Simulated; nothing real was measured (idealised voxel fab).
A process module follows: voxel wiring stack.
The width of the displayed cross-section, cut, is 250 nm; its cells are square, with a size of 5 nm.
Cross-sections here: square-cell grids, written as top-down lists of bands, a band being one or more rows of cells. Top, bottom (nm), then materials left to right with widths (nm); lone material tagged "edge to edge" fills the whole band edge to edge; "empty" = empty space. Ref level 0: as-received wafer is one material below here. Bottom band extends down with no lower bound ("0 and below"). The expression "30 to 40" gives the width at the extremes of the band, the first number at its top row of cells and the second at its bottom row, with the width changing by equal amounts from each row to the next in between. Take "no modifications" at face value: in the step it is given for, the cross-section changed in none of its cells. For the entry "Entrapped void list", the listed items are empty spaces with no open way to the top whose size is 8 cells or more; each item follows the pattern width x height at distance, where distance is from the left edge and all three are in nm. Text after the settings on a step's line: the simulator's own remark on that step. overlay nm: step with mask; distance mask lay right of planned place; negative value = left of planned place.
Process steps - plan:
- 1: RECEIVE: material Si
- 2: CONFORMAL_DEP: material SiO2, thk nm 10
- 3: CONFORMAL_DEP: material SiN, thk nm 5
- 4: DIRECTIONAL_DEP: material SiO2, thk nm 20
- 5: DIRECTIONAL_DEP: material aC, thk nm 10
- 6: PATTERN: tone open, mask id METAL_1, material resist, width nm 20, pitch nm 40, thk nm 25, overlay nm 0
- 7: DIRECTIONAL_ETCH: etch materials aC, depth nm 10
- 8: STRIP: etch materials resist
- 9: DIRECTIONAL_ETCH: etch materials SiO2, depth nm 20
- 10: DIRECTIONAL_ETCH: etch materials SiN, depth nm 5
- 11: STRIP: etch materials aC
- 12: CONFORMAL_DEP: material TiN, thk nm 5
- 13: FILL_DEP: material Cu, thk nm 5
- 14: CMP: height nm 35
- 15: CONFORMAL_DEP: material SiCN, thk nm 5
- 16: DIRECTIONAL_DEP: material lowk, thk nm 30
- 17: MASKED_ETCH: tone open, mask id METAL_2, width nm 20, pitch nm 40, etch materials lowk, depth nm 20, overlay nm 0
- 18: PATTERN: tone open, mask id METAL_2_HOLES, material resist, width nm 15, pitch nm 40, thk nm 20, overlay nm 0
- 19: DIRECTIONAL_ETCH: etch materials lowk, depth nm 10
- 20: DIRECTIONAL_ETCH: etch materials SiCN, depth nm 5
- 21: STRIP: etch materials resist
- 22: CONFORMAL_DEP: material TiN, thk nm 5
- 23: FILL_DEP: material Cu, thk nm 10
- 24: CMP: height nm 70
- 25: CONFORMAL_DEP: material SiCN, thk nm 5
- 26: DIRECTIONAL_DEP: material lowk, thk nm 10
- 27: DIRECTIONAL_DEP: material aC, thk nm 15
- 28: PATTERN: tone open, mask id PLUG_2, material resist, width nm 15, thk nm 35, overlay nm 0
- 29: DIRECTIONAL_ETCH: etch materials aC, depth nm 15
- 30: STRIP: etch materials resist
- 31: DIRECTIONAL_ETCH: etch materials lowk, depth nm 10
- 32: DIRECTIONAL_ETCH: etch materials SiCN, depth nm 5
- 33: STRIP: etch materials aC
- 34: EPI: material Ru, thk nm 10
- 35: EPI: material Ru, thk nm 5
- 36: CONFORMAL_DEP: material SiCN, thk nm 5
- 37: DIRECTIONAL_DEP: material lowk, thk nm 20
- 38: PATTERN: tone open, mask id METAL_3, material resist, width nm 20, pitch nm 40, thk nm 15, overlay nm 0
- 39: DIRECTIONAL_ETCH: etch materials lowk, depth nm 20
- 40: DIRECTIONAL_ETCH: etch materials SiCN, depth nm 5
- 41: STRIP: etch materials resist
- 42: CONFORMAL_DEP: material TiN, thk nm 5
- 43: FILL_DEP: material Cu, thk nm 5
- 44: CMP: height nm 110
- 45: EPI: material Ru, thk nm 5
- 46: FILL_DEP: material SiCN, thk nm 5
- 47: DIRECTIONAL_DEP: material SiO2, thk nm 10
- 48: DIRECTIONAL_DEP: material aC, thk nm 10
- 49: PATTERN: tone open, mask id PLUG_3, material resist, width nm 15, pitch nm 40, thk nm 30, overlay nm 0
- 50: DIRECTIONAL_ETCH: etch materials aC, depth nm 10
- 51: STRIP: etch materials resist
- 52: DIRECTIONAL_ETCH: etch materials SiO2, depth nm 10
- 53: DIRECTIONAL_ETCH: etch materials SiCN, depth nm 5
- 54: STRIP: etch materials aC
- 55: EPI: material Ru, thk nm 10
- 56: EPI: material Ru, thk nm 5
- 57: CONFORMAL_DEP: material SiN, thk nm 5
- 58: DIRECTIONAL_DEP: material SiO2, thk nm 15
- 59: MASKED_ETCH: tone open, mask id METAL_4, width nm 20, pitch nm 40, etch materials SiO2, depth nm 15, overlay nm 0
- 60: MASKED_ETCH: tone open, mask id METAL_4, width nm 20, pitch nm 40, etch materials SiN, depth nm 5, overlay nm 0
- 61: CONFORMAL_DEP: material TiN, thk nm 5
- 62: FILL_DEP: material W, thk nm 10
- 63: CMP: height nm 150
- 64: EPI: material Ru, thk nm 5
- 65: FILL_DEP: material SiCN, thk nm 5
Incoming wafer in cross-section (state: after step 1):
- 0 and below = Si edge to edge
- Entrapped void list: none
First of two wafers: cross-section at end of module, run per plan:
- 160 down to 155 = SiCN edge to edge
- 155 down to 150 = 90 nm SiCN  30 nm Ru  10 nm SiCN  30 nm Ru  90 nm SiCN
- 150 down to 135 = 95 nm SiO2  5 nm TiN  10 nm W  5 nm TiN  20 nm SiO2  5 nm TiN  10 nm W  5 nm TiN  95 nm SiO2
- 135 down to 130 = 95 nm SiN  20 nm TiN  20 nm SiN  20 nm TiN  95 nm SiN
- 130 down to 120 = 95 nm SiO2  15 nm Ru  25 nm SiO2  15 nm Ru  100 nm SiO2
- 120 down to 110 = 95 to 90 nm SiCN  15 to 30 nm Ru  25 to 10 nm SiCN  15 to 30 nm Ru  100 to 90 nm SiCN
- 110 down to 90 = 95 nm lowk  5 nm TiN  10 nm Cu  5 nm TiN  20 nm lowk  5 nm TiN  10 nm Cu  5 nm TiN  95 nm lowk
- 90 down to 85 = 95 nm SiCN  20 nm TiN  20 nm SiCN  20 nm TiN  95 nm SiCN
- 85 down to 75 = 95 nm lowk  15 nm Ru  140 nm lowk
- 75 down to 70 = 95 nm SiCN  15 nm Ru  140 nm SiCN
- 70 down to 55 = 95 nm lowk  5 nm TiN  10 nm Cu  5 nm TiN  20 nm lowk  5 nm TiN  10 nm Cu  5 nm TiN  95 nm lowk
- 55 down to 50 = 95 nm lowk  5 nm TiN  5 nm Cu  10 nm TiN  20 nm lowk  5 nm TiN  5 nm Cu  10 nm TiN  95 nm lowk
- 50 down to 40 = 95 nm lowk  5 nm TiN  5 nm Cu  5 nm TiN  25 nm lowk  5 nm TiN  5 nm Cu  5 nm TiN  100 nm lowk
- 40 down to 35 = 95 nm SiCN  15 nm TiN  25 nm SiCN  15 nm TiN  100 nm SiCN
- 35 down to 15 = 95 nm SiO2  5 nm TiN  10 nm Cu  5 nm TiN  20 nm SiO2  5 nm TiN  10 nm Cu  5 nm TiN  95 nm SiO2
- 15 down to 10 = 95 nm SiN  20 nm TiN  20 nm SiN  20 nm TiN  95 nm SiN
- 10 down to 0 = SiO2 edge to edge
- 0 and below = Si edge to edge
- Entrapped void list: none
Cross-section, second wafer: same start as the first, same plan as the first, one mistake in running it; taken at the end of the module:
- 160 down to 155 = SiCN edge to edge
- 155 down to 150 = 90 nm SiCN  30 nm Ru  10 nm SiCN  30 nm Ru  90 nm SiCN
- 150 down to 135 = 95 nm SiO2  5 nm TiN  10 nm W  5 nm TiN  20 nm SiO2  5 nm TiN  10 nm W  5 nm TiN  95 nm SiO2
- 135 down to 130 = 95 nm SiN  20 nm TiN  20 nm SiN  20 nm TiN  95 nm SiN
- 130 down to 120 = 95 nm SiO2  15 nm Ru  25 nm SiO2  15 nm Ru  100 nm SiO2
- 120 down to 110 = 95 to 90 nm SiCN  15 to 30 nm Ru  25 to 10 nm SiCN  15 to 30 nm Ru  100 to 90 nm SiCN
- 110 down to 90 = 95 nm lowk  5 nm TiN  10 nm Cu  5 nm TiN  20 nm lowk  5 nm TiN  10 nm Cu  5 nm TiN  95 nm lowk
- 90 down to 85 = 95 nm SiCN  20 nm TiN  20 nm SiCN  20 nm TiN  95 nm SiCN
- 85 down to 75 = 95 nm lowk  15 nm Ru  140 nm lowk
- 75 down to 70 = 95 nm SiCN  15 nm Ru  140 nm SiCN
- 70 down to 60 = 95 nm lowk  5 nm TiN  15 to 10 nm Cu  5 to 10 nm TiN  15 nm lowk  5 nm TiN  15 to 10 nm Cu  5 to 10 nm TiN  90 nm lowk
- 60 down to 55 = 95 nm lowk  5 nm TiN  10 nm Cu  5 nm TiN  20 nm lowk  5 nm TiN  10 nm Cu  5 nm TiN  95 nm lowk
- 55 down to 50 = 95 nm lowk  20 nm TiN  20 nm lowk  20 nm TiN  95 nm lowk
- 50 down to 40 = 105 nm lowk  10 nm TiN  30 nm lowk  10 nm TiN  95 nm lowk
- 40 down to 35 = 105 nm SiCN  10 nm TiN  30 nm SiCN  10 nm TiN  95 nm SiCN
- 35 down to 15 = 95 nm SiO2  5 nm TiN  10 nm Cu  5 nm TiN  20 nm SiO2  5 nm TiN  10 nm Cu  5 nm TiN  95 nm SiO2
- 15 down to 10 = 95 nm SiN  20 nm TiN  20 nm SiN  20 nm TiN  95 nm SiN
- 10 down to 0 = SiO2 edge to edge
- 0 and below = Si edge to edge
- Entrapped void list: none
Short version of what went wrong: rather than as planned, step 18 actually ran as PATTERN: tone open, mask id METAL_2_HOLES, material resist, width nm 15, pitch nm 40, thk nm 20, overlay nm 10
The final cell counts differ between the wafers, with the second having more or fewer of some materials than the first: 4 fewer of Cu | 2 more of SiCN | 2 more of TiN
